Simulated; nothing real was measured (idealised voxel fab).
Herein follows the process module entitled voxel trench capacitor.
We display cut, a cross-section 225 nm in width whose square cells are each 5 nm.
Throughout this document, each cross-section is represented as a grid of square cells and is presented as a sequence of bands enumerated from the top downward, where a band comprises one or more rows of cells.
Band: top and bottom heights (nm) first, top before bottom; then materials from left to right, widths in nm. "full width" marks a sole material filling the band edge to edge. "empty" denotes empty space.
Basically, 0 is our baseline, since under it the wafer straight out of the box is all one material. The bottom band has no lower end and keeps on going down, so it looks like "0 and below".
Read "30..40" as a graded width: first number on top, second number at the bottom, same change between each pair of neighbouring rows.
Step note "changes: none" = no cross-section cell changed.
In "Sealed voids" the enclosed voids are listed, meaning empty spaces of 8 cells or larger without any opening to the top. The form is width x height at distance, distance from the left edge, units nm.
The remark found on a step's line after its settings is issued by the simulator itself and pertains to that step.
The line of a step may include "overlay nm". On a step with a mask, this value is how far to the right of its planned place the mask lay. A negative value means the mask lay to the left.

# Process steps - plan
1. op RECEIVE | material Si
2. op CONFORMAL_DEP | material SiN | thk nm 10
3. op MASKED_ETCH | tone open | mask id TRENCH | width nm 15 | pitch nm 45 | etch materials SiN | depth nm 10 | overlay nm 0
4. op MASKED_ETCH | tone open | mask id TRENCH | width nm 15 | pitch nm 45 | etch materials Si | depth nm 40 | overlay nm 0
5. op CONFORMAL_DEP | material SiO2 | thk nm 5
6. op FILL_DEP | material polySi | thk nm 5
7. op CMP | height nm 10

# first wafer, as planned

# Cross-section: wafer on arrival = after step 1
  0 and below = Si full width
  Sealed voids: none

# Wafer section view after processing step 2
  10 down to 0 = SiN full width
  Below 0 it's all the same as before, nothing changed down there.

# Wafer section view after processing step 3
  10 down to 0 = SiN 80 / empty 15 / SiN 30 / empty 15 / SiN 85
  Below 0 it's all the same as before, nothing changed down there.

# Wafer section view after processing step 4
  10 down to 0 = SiN 80 / empty 15 / SiN 30 / empty 15 / SiN 85
  0 down to -40 = Si 80 / empty 15 / Si 30 / empty 15 / Si 85
  Below -40 it's all the same as before, nothing changed down there.

# Wafer section view after processing step 5
  15 down to 10 = SiO2 85 / empty 5 / SiO2 40 / empty 5 / SiO2 90
  10 down to 0 = SiN 80 / SiO2 5 / empty 5 / SiO2 5 / SiN 30 / SiO2 5 / empty 5 / SiO2 5 / SiN 85
  0 down to -35 = Si 80 / SiO2 5 / empty 5 / SiO2 5 / Si 30 / SiO2 5 / empty 5 / SiO2 5 / Si 85
  -35 down to -40 = Si 80 / SiO2 15 / Si 30 / SiO2 15 / Si 85
  Below -40 it's all the same as before, nothing changed down there.

# Wafer section view after processing step 6
  20 down to 15 = polySi full width
  15 down to 10 = SiO2 85 / polySi 5 / SiO2 40 / polySi 5 / SiO2 90
  10 down to 0 = SiN 80 / SiO2 5 / polySi 5 / SiO2 5 / SiN 30 / SiO2 5 / polySi 5 / SiO2 5 / SiN 85
  0 down to -35 = Si 80 / SiO2 5 / polySi 5 / SiO2 5 / Si 30 / SiO2 5 / polySi 5 / SiO2 5 / Si 85
  Below -35 it's all the same as before, nothing changed down there.

# Wafer section view after processing step 7
  10 down to 0 = SiN 80 / SiO2 5 / polySi 5 / SiO2 5 / SiN 30 / SiO2 5 / polySi 5 / SiO2 5 / SiN 85
  Below 0 it's all the same as before, nothing changed down there.

# Wafer two of two - same starting point, same process plan, one mistake in execution; matches wafer one up to and including step 5

# Cross-section of the second wafer corresponding to the planned conclusion of step 6
  20 down to 15 = SiN full width
  15 down to 10 = SiO2 85 / SiN 5 / SiO2 40 / SiN 5 / SiO2 90
  10 down to 0 = SiN 80 / SiO2 5 / SiN 5 / SiO2 5 / SiN 30 / SiO2 5 / SiN 5 / SiO2 5 / SiN 85
  0 down to -35 = Si 80 / SiO2 5 / SiN 5 / SiO2 5 / Si 30 / SiO2 5 / SiN 5 / SiO2 5 / Si 85
  Below -35 it's all the same as before, nothing changed down there.

# Cross-section of the second wafer corresponding to the planned conclusion of step 7
  10 down to 0 = SiN 80 / SiO2 5 / SiN 5 / SiO2 5 / SiN 30 / SiO2 5 / SiN 5 / SiO2 5 / SiN 85
  Below 0 it's all the same as before, nothing changed down there.
What was the processing mistake? in deviation from the planned setting, step 6 was conducted as op FILL_DEP | material SiN | thk nm 5
End of process, cell counts, second wafer against first, materials with more or fewer: 18 more of SiN, 18 fewer of polySi
